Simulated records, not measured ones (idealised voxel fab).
The process module presented herein is designated voxel self aligned vias.
In the cross-section labelled cut, the width is 270 nm and each square cell is 5 nm.
Cross-section spec: square-cell grid; bands listed top down; each band is one or more rows.
In this notation a band is specified by the heights of its top and bottom, in that order and in nm, after which its materials appear from left to right, each paired with its width in nm. The word "all across" attached to a single material means that material fills the band from edge to edge; the word "blank" stands for empty space.
Ref level 0: as-received wafer is one material below here. Bottom band extends down with no lower bound ("from 0 down").
A width such as "30 to 40" changes by the same amount from each row of cells to the next, from the band's top row to its bottom row.
You'll sometimes find "nothing got changed" written for a step, and that's the way of saying that nowhere in the cross-section did a cell change during that step.
Closed-off voids of 8+ cells (no open route to the top) go in "Cavities, closed", written width x height at distance from the left edge, in nm.
Heads up: the bit after the settings on a step's line is the simulator's remark on that step.
The "overlay nm" setting may appear on a step's line; for a step that uses a mask, it gives how far to the right of its planned position the mask lay, and a negative value indicates the left.
### Steps planned for the process
1) RECEIVE with material Si
2) CONFORMAL_DEP with material SiO2, thk nm 15
3) CONFORMAL_DEP with material SiCN, thk nm 5
4) DIRECTIONAL_DEP with material lowk, thk nm 25
5) MASKED_ETCH with tone open, mask id LINES, width nm 20, pitch nm 70, etch materials lowk, depth nm 25, overlay nm 0
6) CONFORMAL_DEP with material TiN, thk nm 5
7) FILL_DEP with material W, thk nm 10
8) CMP with height nm 45
9) SELECTIVE_ETCH with etch materials W Ru TiN, depth nm 5
10) FILL_DEP with material SiN, thk nm 10
11) CMP with height nm 45
12) DIRECTIONAL_DEP with material lowk, thk nm 15
13) DIRECTIONAL_DEP with material aC, thk nm 15
14) PATTERN with tone open, mask id VIAS, material resist, width nm 50, pitch nm 70, thk nm 30, overlay nm 0
15) DIRECTIONAL_ETCH with etch materials aC, depth nm 15
16) STRIP with etch materials resist
17) DIRECTIONAL_ETCH with etch materials lowk, depth nm 15
18) DIRECTIONAL_ETCH with etch materials SiN, depth nm 5
19) STRIP with etch materials aC
20) CONFORMAL_DEP with material TiN, thk nm 5
21) FILL_DEP with material W, thk nm 5
22) CMP with height nm 60
23) CONFORMAL_DEP with material SiN, thk nm 5
The plan's step 5 width nm is the first wafer's value; the wafers differ in this setting and start identical.
### So this is the first of several wafers, cross-sectioned as it came to us, meaning it's at the end of step 1
> from 0 down = Si all across
> Cavities, closed: none
### Wafer rows, end of module: cells per material gained (+) or lost (-) since receipt; closed voids last
width nm 20; +54 SiCN; +54 SiN; +162 SiO2; +78 TiN; +72 W; +282 lowk; Cavities, closed: none
width nm 25; +54 SiCN; +54 SiN; +162 SiO2; +81 TiN; +84 W; +267 lowk; Cavities, closed: none
width nm 30; +54 SiCN; +54 SiN; +162 SiO2; +84 TiN; +96 W; +252 lowk; Cavities, closed: none
width nm 35; +54 SiCN; +54 SiN; +162 SiO2; +87 TiN; +108 W; +237 lowk; Cavities, closed: none
width nm 40; +54 SiCN; +54 SiN; +162 SiO2; +90 TiN; +120 W; +222 lowk; Cavities, closed: none
width nm 45; +54 SiCN; +54 SiN; +162 SiO2; +93 TiN; +132 W; +207 lowk; Cavities, closed: none
